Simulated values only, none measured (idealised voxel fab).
Name of the process module below: voxel transistor to metal
Cross-section cut: width 275 nm, square cells of 5 nm.
Format of a cross-section: grid, square cells. Given as bands. Order: top down. Band: one or more rows of cells.
Basically the band line says how high the top is and how high the bottom is, in nm, and then what's in it from left to right, every material with its width in nm. Empty space shows up as "air", and if a single material carries "throughout" it runs the full band edge to edge.
Heights from 0 (as-received wafer is one material below). Bottom band endless downward, as "0 nm and below".
Top row gets the first number, bottom row gets the second, and each row in between changes by the same step: that is how a band width like "30..40" works.
Given "stayed the same" for a step, no cell of the cross-section differs between before and after that step.
"Tabulated closed voids": sealed empty spaces, 8 cells or more, no open way to top, listed width x height at distance, with distance from the left edge and width, height and distance in nm.
Note: text after step settings on the step line = simulator remark on that step.
overlay nm: right-of-plan distance of the mask on a masked step; negative values mean left-of-plan.
Here's what the planned process steps look like:
1. RECEIVE,material Si
2. CONFORMAL_DEP,material SiO2,thk nm 5
3. CONFORMAL_DEP,material SiN,thk nm 15
4. MASKED_ETCH,tone cover,mask id ACTIVE,width nm 105,pitch nm 130,etch materials SiN,depth nm 15,overlay nm 0
5. MASKED_ETCH,tone cover,mask id ACTIVE,width nm 105,pitch nm 130,etch materials SiO2,depth nm 5,overlay nm 0
6. MASKED_ETCH,tone cover,mask id ACTIVE,width nm 105,pitch nm 130,etch materials Si,depth nm 25,overlay nm 0
7. FILL_DEP,material SiO2,thk nm 5
8. CMP,height nm 20
9. SELECTIVE_ETCH,etch materials SiO2,depth nm 10
10. STRIP,etch materials SiN
11. SELECTIVE_ETCH,etch materials SiO2,depth nm 5
12. OXIDIZE,depth nm 5
13. DIRECTIONAL_DEP,material polySi,thk nm 25
14. DIRECTIONAL_DEP,material SiCN,thk nm 10
15. PATTERN,tone cover,mask id GATE,material resist,width nm 25,pitch nm 130,thk nm 20,overlay nm 0
16. DIRECTIONAL_ETCH,etch materials SiCN,depth nm 20
17. DIRECTIONAL_ETCH,etch materials polySi,depth nm 35
18. STRIP,etch materials resist
19. CONFORMAL_DEP,material SiN,thk nm 5
20. DIRECTIONAL_ETCH,etch materials SiN,depth nm 5
21. DIRECTIONAL_ETCH,etch materials SiO2,depth nm 5
22. DIRECTIONAL_ETCH,etch materials Si,depth nm 5
23. EPI,material nSi,thk nm 10
24. FILL_DEP,material SiO2,thk nm 10
25. CMP,height nm 25
26. STRIP,etch materials polySi
27. SELECTIVE_ETCH,etch materials SiO2,depth nm 5
28. CONFORMAL_DEP,material HfO2,thk nm 5
29. CONFORMAL_DEP,material TiN,thk nm 5
30. FILL_DEP,material W,thk nm 5
31. CMP,height nm 20
32. DIRECTIONAL_DEP,material SiO2,thk nm 10
33. PATTERN,tone open,mask id CONTACT,material resist,width nm 15,thk nm 15,overlay nm 0
34. DIRECTIONAL_ETCH,etch materials SiO2,depth nm 30
35. STRIP,etch materials resist
36. CONFORMAL_DEP,material TiN,thk nm 5
37. FILL_DEP,material W,thk nm 5
38. CMP,height nm 30
39. CONFORMAL_DEP,material SiCN,thk nm 5
40. DIRECTIONAL_DEP,material SiO2,thk nm 15
41. DIRECTIONAL_DEP,material aC,thk nm 15
42. PATTERN,tone open,mask id METAL_1,material resist,width nm 15,thk nm 35,overlay nm 0
43. DIRECTIONAL_ETCH,etch materials aC,depth nm 15
44. STRIP,etch materials resist
45. DIRECTIONAL_ETCH,etch materials SiO2,depth nm 15
46. DIRECTIONAL_ETCH,etch materials SiCN,depth nm 5
47. STRIP,etch materials aC
48. CONFORMAL_DEP,material TiN,thk nm 5
49. FILL_DEP,material W,thk nm 5
50. CMP,height nm 50
51. EPI,material Ru,thk nm 5
52. FILL_DEP,material SiCN,thk nm 5
Wafer cross-section on receipt, i.e. after step 1:
* 0 nm and below  Si throughout
* Tabulated closed voids: none
The following cross-section depicts the wafer upon conclusion of the module. Processing commenced from the starting condition illustrated above and adhered to the plan illustrated above, save for one mistake in execution:
* 60 nm to 55 nm  SiCN throughout
* 55 nm to 50 nm  SiCN: 25 / Ru: 25 / SiCN: 45 / Ru: 25 / SiCN: 35 / Ru: 25 / SiCN: 45 / Ru: 25 / SiCN: 25
* 50 nm to 35 nm  SiO2: 30 / TiN: 5 / W: 5 / TiN: 5 / SiO2: 55 / TiN: 5 / W: 5 / TiN: 5 / SiO2: 45 / TiN: 5 / W: 5 / TiN: 5 / SiO2: 55 / TiN: 5 / W: 5 / TiN: 5 / SiO2: 30
* 35 nm to 30 nm  SiCN: 30 / TiN: 15 / SiCN: 55 / TiN: 15 / SiCN: 45 / TiN: 15 / SiCN: 55 / TiN: 15 / SiCN: 30
* 30 nm to 20 nm  SiO2: 30 / TiN: 5 / W: 5 / TiN: 5 / SiO2: 55 / TiN: 5 / W: 5 / TiN: 5 / SiO2: 45 / TiN: 5 / W: 5 / TiN: 5 / SiO2: 55 / TiN: 5 / W: 5 / TiN: 5 / SiO2: 30
* 20 nm to 10 nm  SiO2: 30 / TiN: 5 / W: 5 / TiN: 5 / SiO2: 10 / SiN: 5 / HfO2: 5 / TiN: 5 / W: 5 / TiN: 5 / HfO2: 5 / SiN: 5 / SiO2: 10 / TiN: 5 / W: 5 / TiN: 5 / SiO2: 45 / TiN: 5 / W: 5 / TiN: 5 / SiO2: 10 / SiN: 5 / HfO2: 5 / TiN: 5 / W: 5 / TiN: 5 / HfO2: 5 / SiN: 5 / SiO2: 10 / TiN: 5 / W: 5 / TiN: 5 / SiO2: 30
* 10 nm to 5 nm  SiO2: 30 / TiN: 15 / nSi: 10 / SiN: 5 / HfO2: 5 / TiN: 15 / HfO2: 5 / SiN: 5 / nSi: 10 / TiN: 15 / SiO2: 45 / TiN: 15 / nSi: 10 / SiN: 5 / HfO2: 5 / TiN: 15 / HfO2: 5 / SiN: 5 / nSi: 10 / TiN: 15 / SiO2: 30
* 5 nm to 0 nm  SiO2: 15 / nSi: 40 / HfO2: 35 / nSi: 40 / SiO2: 15 / nSi: 40 / HfO2: 35 / nSi: 40 / SiO2: 15
* 0 nm to -5 nm  SiO2: 20 / nSi: 35 / Si: 35 / nSi: 35 / SiO2: 25 / nSi: 35 / Si: 35 / nSi: 35 / SiO2: 20
* -5 nm to -25 nm  SiO2: 20 / Si: 105 / SiO2: 25 / Si: 105 / SiO2: 20
* -25 nm and below  Si throughout
* Tabulated closed voids: none
Against the plan, the run slipped here: steps 10 and 11 of the plan were each performed in the slot designated for the other
